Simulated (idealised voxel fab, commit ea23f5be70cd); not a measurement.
process module | voxel plated lines
cross-section cut | 270 nm wide | cells 5 nm
A cross-section is a grid of square cells, given in bands from the top down. A band is one or more rows of cells.
Each band's line starts with the height of the band's top and of its bottom, in nm. Then come its materials from left to right, each with its width in nm. One material with "throughout" fills the band from edge to edge. "air" is empty space.
Height 0 is the level under which the wafer as received is all one material. The lowest band goes on downwards, as in "0 down".
A width such as "30 to 40" changes by the same amount from each row of cells to the next, from the band's top row to its bottom row.
"no change" after a step means that no cell of the cross-section changed.
closed voids: empty space of 8 cells or more with no open way to the top, each as width x height at its distance from the left edge, in nm
after a step's settings: what the simulator itself notes on the step
overlay nm, on a step with a mask: how far to the right of its planned place the mask lay; to the left if negative
plan
1 op RECEIVE | material Si
2 op CONFORMAL_DEP | material SiN | thk nm 5
3 op DIRECTIONAL_DEP | material TiN | thk nm 5
4 op PATTERN | tone open | mask id LINES | material resist | width nm 20 | pitch nm 40 | thk nm 20 | overlay nm 0
5 op EPI | material Ru | thk nm 5
6 op STRIP | etch materials resist
7 op DIRECTIONAL_ETCH | etch materials TiN | depth nm 5
8 op CONFORMAL_DEP | material SiCN | thk nm 5
first wafer, as planned
as received, after step 1
  0 down: Si throughout
  closed voids: none
after step 2
  5 to 0: SiN throughout
  below 0: unchanged
after step 3
  10 to 5: TiN throughout
  below 5: unchanged
after step 4
  30 to 10: resist 105 | air 20 | resist 20 | air 20 | resist 105
  below 10: unchanged
after step 5
  30 to 15: resist 105 | air 20 | resist 20 | air 20 | resist 105
  15 to 10: resist 105 | Ru 20 | resist 20 | Ru 20 | resist 105
  below 10: unchanged
after step 6
  15 to 10: air 105 | Ru 20 | air 20 | Ru 20 | air 105
  below 10: unchanged
after step 7
  15 to 10: air 105 | Ru 20 | air 20 | Ru 20 | air 105
  10 to 5: air 105 | TiN 20 | air 20 | TiN 20 | air 105
  below 5: unchanged
after step 8
  20 to 15: air 100 | SiCN 30 | air 10 | SiCN 30 | air 100
  15 to 10: air 100 | SiCN 5 | Ru 20 | SiCN 5 | air 10 | SiCN 5 | Ru 20 | SiCN 5 | air 100
  10 to 5: SiCN 105 | TiN 20 | SiCN 20 | TiN 20 | SiCN 105
  below 5: unchanged
second wafer: like start, like plan, one mistake. Through step 3 it matches the first wafer
when step 4 should have ended
  30 to 10: resist 110 | air 20 | resist 20 | air 20 | resist 100
  below 10: unchanged
when step 5 should have ended
  30 to 15: resist 110 | air 20 | resist 20 | air 20 | resist 100
  15 to 10: resist 110 | Ru 20 | resist 20 | Ru 20 | resist 100
  below 10: unchanged
when step 6 should have ended
  15 to 10: air 110 | Ru 20 | air 20 | Ru 20 | air 100
  below 10: unchanged
when step 7 should have ended
  15 to 10: air 110 | Ru 20 | air 20 | Ru 20 | air 100
  10 to 5: air 110 | TiN 20 | air 20 | TiN 20 | air 100
  below 5: unchanged
when step 8 should have ended
  20 to 15: air 105 | SiCN 30 | air 10 | SiCN 30 | air 95
  15 to 10: air 105 | SiCN 5 | Ru 20 | SiCN 5 | air 10 | SiCN 5 | Ru 20 | SiCN 5 | air 95
  10 to 5: SiCN 110 | TiN 20 | SiCN 20 | TiN 20 | SiCN 100
  below 5: unchanged
what went wrong: step 4 ran as: op PATTERN | tone open | mask id LINES | material resist | width nm 20 | pitch nm 40 | thk nm 20 | overlay nm 5
at the end the second wafer has, in cells: as many of each material as the first, in other places
